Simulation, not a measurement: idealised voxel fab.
Proc. module: voxel ribs on slabs
In the cross-section labelled cut, the width is 205 nm and each square cell is 5 nm.
Notation: cross-section as square-cell grid; stated in bands, top first, going down; one or more cell rows per band.
Read a band's entry like this: the first values are the height of its top and the height of its bottom in nm, and what follows is the sequence of materials from left to right, each with its width in nm. Note that "blank" is empty space, and that a single material marked "everywhere" reaches across the band from edge to edge.
Where do heights start? At 0: under that level the wafer as delivered is made of one material only. And the lowest band has no floor; it just carries on downward, as in "0 and below".
Read "30 to 40" as a graded width: first number on top, second number at the bottom, same change between each pair of neighbouring rows.
A step reported as "remained unchanged" is a step in which no cell of the cross-section changed.
So "Completely sealed voids" is basically the list of trapped voids: any empty space of 8 cells or more that can't reach the top through an opening. They're written width x height at distance, the distance being from the left edge, and it's all nm.
Whatever follows a step's settings on its line is a remark the simulator itself makes about that step.
overlay nm, on a step with a mask: how far to the right of its planned place the mask lay; to the left if negative

## Listed below are the process steps as planned
1: RECEIVE [material Si]
2: DIRECTIONAL_DEP [material SiO2] [thk nm 25]
3: DIRECTIONAL_DEP [material polySi] [thk nm 15]
4: DIRECTIONAL_DEP [material aC] [thk nm 15]
5: PATTERN [tone cover] [mask id RIB] [material resist] [width nm 25] [thk nm 35] [overlay nm 0]
6: DIRECTIONAL_ETCH [etch materials aC] [depth nm 15]
7: STRIP [etch materials resist]
8: DIRECTIONAL_ETCH [etch materials polySi] [depth nm 5]
9: STRIP [etch materials aC]
10: DIRECTIONAL_DEP [material aC] [thk nm 15]
11: PATTERN [tone cover] [mask id SLAB] [material resist] [width nm 85] [thk nm 30] [overlay nm 0]
12: DIRECTIONAL_ETCH [etch materials aC] [depth nm 15]
13: STRIP [etch materials resist]
14: DIRECTIONAL_ETCH [etch materials polySi] [depth nm 10]
15: STRIP [etch materials aC]
16: FILL_DEP [material SiO2] [thk nm 15]
17: CMP [height nm 50]
18: DIRECTIONAL_DEP [material TiN] [thk nm 10]
19: DIRECTIONAL_DEP [material aC] [thk nm 15]
20: PATTERN [tone cover] [mask id HEATER] [material resist] [width nm 35] [thk nm 35] [overlay nm 0]
21: DIRECTIONAL_ETCH [etch materials aC] [depth nm 15]
22: STRIP [etch materials resist]
23: DIRECTIONAL_ETCH [etch materials TiN] [depth nm 10]
24: STRIP [etch materials aC]
25: CONFORMAL_DEP [material SiN] [thk nm 10]

## The first of the two wafers, which ran as planned

## Cross-section, incoming material, after step 1
  0 and below | Si everywhere
  Completely sealed voids: none

## You're looking at a cross-section of the wafer after step 2
  25 down to 0 | SiO2 everywhere
  Under 0: no change, same as before.

## You're looking at a cross-section of the wafer after step 3
  40 down to 25 | polySi everywhere
  Under 25: no change, same as before.

## You're looking at a cross-section of the wafer after step 4
  55 down to 40 | aC everywhere
  Under 40: no change, same as before.

## You're looking at a cross-section of the wafer after step 5
  90 down to 55 | 90 of blank | 25 of resist | 90 of blank
  Under 55: no change, same as before.

## You're looking at a cross-section of the wafer after step 6
  75 down to 55 | 90 of blank | 25 of resist | 90 of blank
  55 down to 40 | 90 of blank | 25 of aC | 90 of blank
  Under 40: no change, same as before.

## You're looking at a cross-section of the wafer after step 7
  55 down to 40 | 90 of blank | 25 of aC | 90 of blank
  Under 40: no change, same as before.

## You're looking at a cross-section of the wafer after step 8
  55 down to 40 | 90 of blank | 25 of aC | 90 of blank
  40 down to 35 | 90 of blank | 25 of polySi | 90 of blank
  Under 35: no change, same as before.

## You're looking at a cross-section of the wafer after step 9
  40 down to 35 | 90 of blank | 25 of polySi | 90 of blank
  Under 35: no change, same as before.

## You're looking at a cross-section of the wafer after step 10
  55 down to 50 | 90 of blank | 25 of aC | 90 of blank
  50 down to 40 | aC everywhere
  40 down to 35 | 90 of aC | 25 of polySi | 90 of aC
  Under 35: no change, same as before.

## You're looking at a cross-section of the wafer after step 11
  85 down to 55 | 60 of blank | 85 of resist | 60 of blank
  55 down to 50 | 60 of blank | 30 of resist | 25 of aC | 30 of resist | 60 of blank
  Under 50: no change, same as before.

## You're looking at a cross-section of the wafer after step 12
  70 down to 55 | 60 of blank | 85 of resist | 60 of blank
  55 down to 50 | 60 of blank | 30 of resist | 25 of aC | 30 of resist | 60 of blank
  50 down to 40 | 60 of blank | 85 of aC | 60 of blank
  40 down to 35 | 60 of blank | 30 of aC | 25 of polySi | 30 of aC | 60 of blank
  Under 35: no change, same as before.

## You're looking at a cross-section of the wafer after step 13
  55 down to 50 | 90 of blank | 25 of aC | 90 of blank
  Under 50: no change, same as before.

## You're looking at a cross-section of the wafer after step 14
  55 down to 50 | 90 of blank | 25 of aC | 90 of blank
  50 down to 40 | 60 of blank | 85 of aC | 60 of blank
  40 down to 35 | 60 of blank | 30 of aC | 25 of polySi | 30 of aC | 60 of blank
  35 down to 25 | 60 of blank | 85 of polySi | 60 of blank
  Under 25: no change, same as before.

## You're looking at a cross-section of the wafer after step 15
  40 down to 35 | 90 of blank | 25 of polySi | 90 of blank
  Under 35: no change, same as before.

## You're looking at a cross-section of the wafer after step 16
  55 down to 40 | SiO2 everywhere
  40 down to 35 | 90 of SiO2 | 25 of polySi | 90 of SiO2
  35 down to 25 | 60 of SiO2 | 85 of polySi | 60 of SiO2
  Under 25: no change, same as before.

## You're looking at a cross-section of the wafer after step 17
  50 down to 40 | SiO2 everywhere
  Under 40: no change, same as before.

## You're looking at a cross-section of the wafer after step 18
  60 down to 50 | TiN everywhere
  Under 50: no change, same as before.

## You're looking at a cross-section of the wafer after step 19
  75 down to 60 | aC everywhere
  Under 60: no change, same as before.

## You're looking at a cross-section of the wafer after step 20
  110 down to 75 | 85 of blank | 35 of resist | 85 of blank
  Under 75: no change, same as before.

## You're looking at a cross-section of the wafer after step 21
  95 down to 75 | 85 of blank | 35 of resist | 85 of blank
  75 down to 60 | 85 of blank | 35 of aC | 85 of blank
  Under 60: no change, same as before.

## You're looking at a cross-section of the wafer after step 22
  75 down to 60 | 85 of blank | 35 of aC | 85 of blank
  Under 60: no change, same as before.

## You're looking at a cross-section of the wafer after step 23
  75 down to 60 | 85 of blank | 35 of aC | 85 of blank
  60 down to 50 | 85 of blank | 35 of TiN | 85 of blank
  Under 50: no change, same as before.

## You're looking at a cross-section of the wafer after step 24
  60 down to 50 | 85 of blank | 35 of TiN | 85 of blank
  Under 50: no change, same as before.

## You're looking at a cross-section of the wafer after step 25
  70 down to 60 | 75 of blank | 55 of SiN | 75 of blank
  60 down to 50 | 85 of SiN | 35 of TiN | 85 of SiN
  Under 50: no change, same as before.

## Second of two: same start, same plan, one run error; steps up to and including 19 match the first

## Second wafer, section view, time point: scheduled end of step 20
  110 down to 75 | 85 of resist | 35 of blank | 85 of resist
  Under 75: no change, same as before.

## Second wafer, section view, time point: scheduled end of step 21
  95 down to 75 | 85 of resist | 35 of blank | 85 of resist
  75 down to 60 | 85 of aC | 35 of blank | 85 of aC
  Under 60: no change, same as before.

## Second wafer, section view, time point: scheduled end of step 22
  75 down to 60 | 85 of aC | 35 of blank | 85 of aC
  Under 60: no change, same as before.

## Second wafer, section view, time point: scheduled end of step 23
  75 down to 60 | 85 of aC | 35 of blank | 85 of aC
  60 down to 50 | 85 of TiN | 35 of blank | 85 of TiN
  Under 50: no change, same as before.

## Second wafer, section view, time point: scheduled end of step 24
  60 down to 50 | 85 of TiN | 35 of blank | 85 of TiN
  Under 50: no change, same as before.

## Second wafer, section view, time point: scheduled end of step 25
  70 down to 60 | 95 of SiN | 15 of blank | 95 of SiN
  60 down to 50 | 85 of TiN | 35 of SiN | 85 of TiN
  Under 50: no change, same as before.
Against the plan, the run slipped here: step 20 ran as: PATTERN [tone open] [mask id HEATER] [material resist] [width nm 35] [thk nm 35] [overlay nm 0]
Final tally in cells, some materials are higher or lower on the second wafer than on the first: +54 TiN
